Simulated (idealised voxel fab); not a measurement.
This is a process module. Its name is voxel self aligned contacts.
The figure presents cross-section cut, which has a width of 170 nm and is divided into square cells with an edge length of 5 nm.
The cross-sections in this document take the form of a grid made of square cells. They are written out as bands, in order from top to bottom. Each band consists of one or more rows of cells.
Band: top and bottom heights (nm) first, top before bottom; then materials from left to right, widths in nm. "all across" marks a sole material filling the band edge to edge. "air" denotes empty space.
Basically, 0 is our baseline, since under it the wafer straight out of the box is all one material. The bottom band has no lower end and keeps on going down, so it looks like "0 down".
A width given as "30..40" starts at the first number in the band's top row and ends at the second number in its bottom row, shifting by an equal amount at every step from row to row.
Any step labelled "no modification" changed none of the cells in the cross-section.
Closed-off voids of 8+ cells (no open route to the top) go in "Sealed voids", written width x height at distance from the left edge, in nm.
Anything after a step's settings on that line? It's the simulator's own note about the step.
"overlay nm" on a masked step: distance the mask lay right of its planned place, negative for left.
Read the rest as pairs. Take the cross-section before one process step, then the cross-section after it, which shows only down to the lowest band that changed. Under the pair, find the step between them and its settings. Bear in mind that pairs may come from different runs of this module on the same starting wafer: link a pair to the pair above it only where its entry headed "Before processing" says to.
-- Before processing
  55 to 25 = air 30 nm / polySi 35 nm / air 35 nm / polySi 35 nm / air 35 nm
  25 to 5 = polySi all across
  5 to 0 = SiO2 all across
  0 down = Si all across
  Sealed voids: none
-- Post-Step Geometry
  60 to 55 = air 25 nm / SiN 45 nm / air 25 nm / SiN 45 nm / air 30 nm
  55 to 30 = air 25 nm / SiN 5 nm / polySi 35 nm / SiN 5 nm / air 25 nm / SiN 5 nm / polySi 35 nm / SiN 5 nm / air 30 nm
  30 to 25 = SiN 30 nm / polySi 35 nm / SiN 35 nm / polySi 35 nm / SiN 35 nm
  Beneath the level 25, the cross-section is identical to its previous state.
  Sealed voids: none
Formally, the process step situated between the two cross-sections above is CONFORMAL_DEP, material SiN, thk nm 5
Before processing: see preceding pair, after cross-section.
-- Post-Step Geometry
  55 to 25 = air 25 nm / SiN 5 nm / polySi 35 nm / SiN 5 nm / air 25 nm / SiN 5 nm / polySi 35 nm / SiN 5 nm / air 30 nm
  Beneath the level 25, the cross-section is identical to its previous state.
  Sealed voids: none
Formally, the process step situated between the two cross-sections above is DIRECTIONAL_ETCH, etch materials SiN, depth nm 5
Before processing: see preceding pair, after cross-section.
-- Post-Step Geometry
  75 to 55 = SiO2 all across
  55 to 25 = SiO2 25 nm / SiN 5 nm / polySi 35 nm / SiN 5 nm / SiO2 25 nm / SiN 5 nm / polySi 35 nm / SiN 5 nm / SiO2 30 nm
  Beneath the level 25, the cross-section is identical to its previous state.
  Sealed voids: none
Formally, the process step situated between the two cross-sections above is FILL_DEP, material SiO2, thk nm 20
Before processing: see preceding pair, after cross-section.
-- Post-Step Geometry
  65 to 55 = SiO2 all across
  Beneath the level 55, the cross-section is identical to its previous state.
  Sealed voids: none
Formally, the process step situated between the two cross-sections above is CMP, height nm 65
Before processing: see preceding pair, after cross-section.
-- Post-Step Geometry
  65 to 55 = SiO2 60 nm / air 45 nm / SiO2 65 nm
  55 to 25 = SiO2 25 nm / SiN 5 nm / polySi 35 nm / SiN 5 nm / air 25 nm / SiN 5 nm / polySi 35 nm / SiN 5 nm / SiO2 30 nm
  Beneath the level 25, the cross-section is identical to its previous state.
  Sealed voids: none
Formally, the process step situated between the two cross-sections above is MASKED_ETCH, tone open, mask id CONTACT, width nm 45, etch materials SiO2, depth nm 65, overlay nm 0
Before processing: see preceding pair, after cross-section.
-- Post-Step Geometry
  70 to 65 = TiN 65 nm / air 35 nm / TiN 70 nm
  65 to 55 = SiO2 60 nm / TiN 5..15 nm / air 35..15 nm / TiN 5..15 nm / SiO2 65 nm
  55 to 30 = SiO2 25 nm / SiN 5 nm / polySi 35 nm / SiN 5 nm / TiN 5 nm / air 15 nm / TiN 5 nm / SiN 5 nm / polySi 35 nm / SiN 5 nm / SiO2 30 nm
  30 to 25 = SiO2 25 nm / SiN 5 nm / polySi 35 nm / SiN 5 nm / TiN 25 nm / SiN 5 nm / polySi 35 nm / SiN 5 nm / SiO2 30 nm
  Beneath the level 25, the cross-section is identical to its previous state.
  Sealed voids: none
Formally, the process step situated between the two cross-sections above is CONFORMAL_DEP, material TiN, thk nm 5
Before processing: see preceding pair, after cross-section.
-- Post-Step Geometry
  80 to 70 = Ru all across
  70 to 65 = TiN 65 nm / Ru 35 nm / TiN 70 nm
  65 to 55 = SiO2 60 nm / TiN 5..15 nm / Ru 35..15 nm / TiN 5..15 nm / SiO2 65 nm
  55 to 30 = SiO2 25 nm / SiN 5 nm / polySi 35 nm / SiN 5 nm / TiN 5 nm / Ru 15 nm / TiN 5 nm / SiN 5 nm / polySi 35 nm / SiN 5 nm / SiO2 30 nm
  Beneath the level 30, the cross-section is identical to its previous state.
  Sealed voids: none
Formally, the process step situated between the two cross-sections above is FILL_DEP, material Ru, thk nm 10
Before processing: see preceding pair, after cross-section.
-- Post-Step Geometry
  65 to 55 = SiO2 60 nm / TiN 5..15 nm / Ru 35..15 nm / TiN 5..15 nm / SiO2 65 nm
  Beneath the level 55, the cross-section is identical to its previous state.
  Sealed voids: none
Formally, the process step situated between the two cross-sections above is CMP, height nm 65
Before processing: see preceding pair, after cross-section.
-- Post-Step Geometry
  70 to 65 = SiCN all across
  Beneath the level 65, the cross-section is identical to its previous state.
  Sealed voids: none
Formally, the process step situated between the two cross-sections above is CONFORMAL_DEP, material SiCN, thk nm 5
-- Before processing
  65 to 55 = SiO2 all across
  55 to 35 = SiO2 25 nm / SiN 45 nm / SiO2 25 nm / SiN 45 nm / SiO2 30 nm
  35 to 5 = SiO2 25 nm / SiN 5 nm / polySi 35 nm / SiN 5 nm / SiO2 25 nm / SiN 5 nm / polySi 35 nm / SiN 5 nm / SiO2 30 nm
  5 to 0 = SiO2 all across
  0 down = Si all across
  Sealed voids: none
-- Post-Step Geometry
  65 to 55 = air 60 nm / SiO2 45 nm / air 65 nm
  55 to 35 = air 25 nm / SiN 45 nm / SiO2 25 nm / SiN 45 nm / air 30 nm
  35 to 5 = air 25 nm / SiN 5 nm / polySi 35 nm / SiN 5 nm / SiO2 25 nm / SiN 5 nm / polySi 35 nm / SiN 5 nm / air 30 nm
  5 to 0 = air 25 nm / SiO2 115 nm / air 30 nm
  Beneath the level 0, the cross-section is identical to its previous state.
  Sealed voids: none
Formally, the process step situated between the two cross-sections above is MASKED_ETCH, tone cover, mask id CONTACT, width nm 45, etch materials SiO2, depth nm 65, overlay nm 0
Before processing: see preceding pair, after cross-section.
-- Post-Step Geometry
  70 to 65 = air 55 nm / TiN 55 nm / air 60 nm
  65 to 55 = air 55..20 nm / TiN 5..40 nm / SiO2 45 nm / TiN 5..40 nm / air 60..25 nm
  55 to 35 = air 20 nm / TiN 5 nm / SiN 45 nm / SiO2 25 nm / SiN 45 nm / TiN 5 nm / air 25 nm
  35 to 5 = air 20 nm / TiN 5 nm / SiN 5 nm / polySi 35 nm / SiN 5 nm / SiO2 25 nm / SiN 5 nm / polySi 35 nm / SiN 5 nm / TiN 5 nm / air 25 nm
  5 to 0 = TiN 25 nm / SiO2 115 nm / TiN 30 nm
  Beneath the level 0, the cross-section is identical to its previous state.
  Sealed voids: none
Formally, the process step situated between the two cross-sections above is CONFORMAL_DEP, material TiN, thk nm 5
Before processing: see preceding pair, after cross-section.
-- Post-Step Geometry
  80 to 70 = Ru all across
  70 to 65 = Ru 55 nm / TiN 55 nm / Ru 60 nm
  65 to 55 = Ru 55..20 nm / TiN 5..40 nm / SiO2 45 nm / TiN 5..40 nm / Ru 60..25 nm
  55 to 35 = Ru 20 nm / TiN 5 nm / SiN 45 nm / SiO2 25 nm / SiN 45 nm / TiN 5 nm / Ru 25 nm
  35 to 5 = Ru 20 nm / TiN 5 nm / SiN 5 nm / polySi 35 nm / SiN 5 nm / SiO2 25 nm / SiN 5 nm / polySi 35 nm / SiN 5 nm / TiN 5 nm / Ru 25 nm
  Beneath the level 5, the cross-section is identical to its previous state.
  Sealed voids: none
Formally, the process step situated between the two cross-sections above is FILL_DEP, material Ru, thk nm 10
Before processing: see preceding pair, after cross-section.
-- Post-Step Geometry
  65 to 55 = Ru 55..20 nm / TiN 5..40 nm / SiO2 45 nm / TiN 5..40 nm / Ru 60..25 nm
  Beneath the level 55, the cross-section is identical to its previous state.
  Sealed voids: none
Formally, the process step situated between the two cross-sections above is CMP, height nm 65
Before processing: see preceding pair, after cross-section.
-- Post-Step Geometry
  70 to 65 = SiCN all across
  Beneath the level 65, the cross-section is identical to its previous state.
  Sealed voids: none
Formally, the process step situated between the two cross-sections above is CONFORMAL_DEP, material SiCN, thk nm 5
